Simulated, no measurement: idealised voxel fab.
Proc. module: voxel released beams
cross-section cut | 270 nm wide | cells 5 nm
The cross-sections in this document take the form of a grid made of square cells. They are written out as bands, in order from top to bottom. Each band consists of one or more rows of cells. Basically the band line says how high the top is and how high the bottom is, in nm, and then what's in it from left to right, every material with its width in nm. Empty space shows up as "empty", and if a single material carries "everywhere" it runs the full band edge to edge. Basically, 0 is our baseline, since under it the wafer straight out of the box is all one material. The bottom band has no lower end and keeps on going down, so it looks like "0..down". You'd read "30..40" like this: the band's top row of cells is as wide as the first number, its bottom row is as wide as the second, and going down, every row changes width by the same amount as the row before did. Where a step carries "remained the same", the cross-section came out of it unchanged, cell for cell. Reported under the label "Voids lacking openings" are the empty spaces having no open way to the top and comprising 8 cells or more; the notation for each is width x height at distance, in which the distance is measured from the left edge and all three values are in nm. Formally, on a step line, whatever follows the settings is a remark that the simulator itself makes on the step. "overlay nm" answers the question of how far to the right of plan the mask lay on a step that has a mask, and when it is negative the answer is to the left.

**Process steps - plan**
- 1: RECEIVE [material Si]
- 2: CONFORMAL_DEP [material Al2O3] [thk nm 10]
- 3: DIRECTIONAL_DEP [material SiO2] [thk nm 15]
- 4: PATTERN [tone open] [mask id ANCHOR] [material resist] [width nm 40] [thk nm 15] [overlay nm 0]
- 5: DIRECTIONAL_ETCH [etch materials SiO2] [depth nm 15]
- 6: STRIP [etch materials resist]
- 7: CONFORMAL_DEP [material polySi] [thk nm 15]
- 8: PATTERN [tone cover] [mask id BEAM] [material resist] [width nm 125] [thk nm 20] [overlay nm 0]
- 9: DIRECTIONAL_ETCH [etch materials polySi] [depth nm 15]
- 10: STRIP [etch materials resist]
- 11: STRIP [etch materials SiO2]

**So this is the incoming wafer in cross-section - it's already been through step 1**
* 0..down  Si everywhere
* Voids lacking openings: none

**Module complete, cross-section. Starting point and plan per above. One mistake made in running the module**
* 40..25  empty 70, polySi 60, empty 140
* 25..10  empty 60, polySi 15, SiO2 40, polySi 80, empty 75
* 10..0  Al2O3 everywhere
* 0..down  Si everywhere
* Voids lacking openings: none
Deviation noted in wafer processing: step 4 deviated from plan and actually ran as PATTERN [tone cover] [mask id ANCHOR] [material resist] [width nm 40] [thk nm 15] [overlay nm 0]
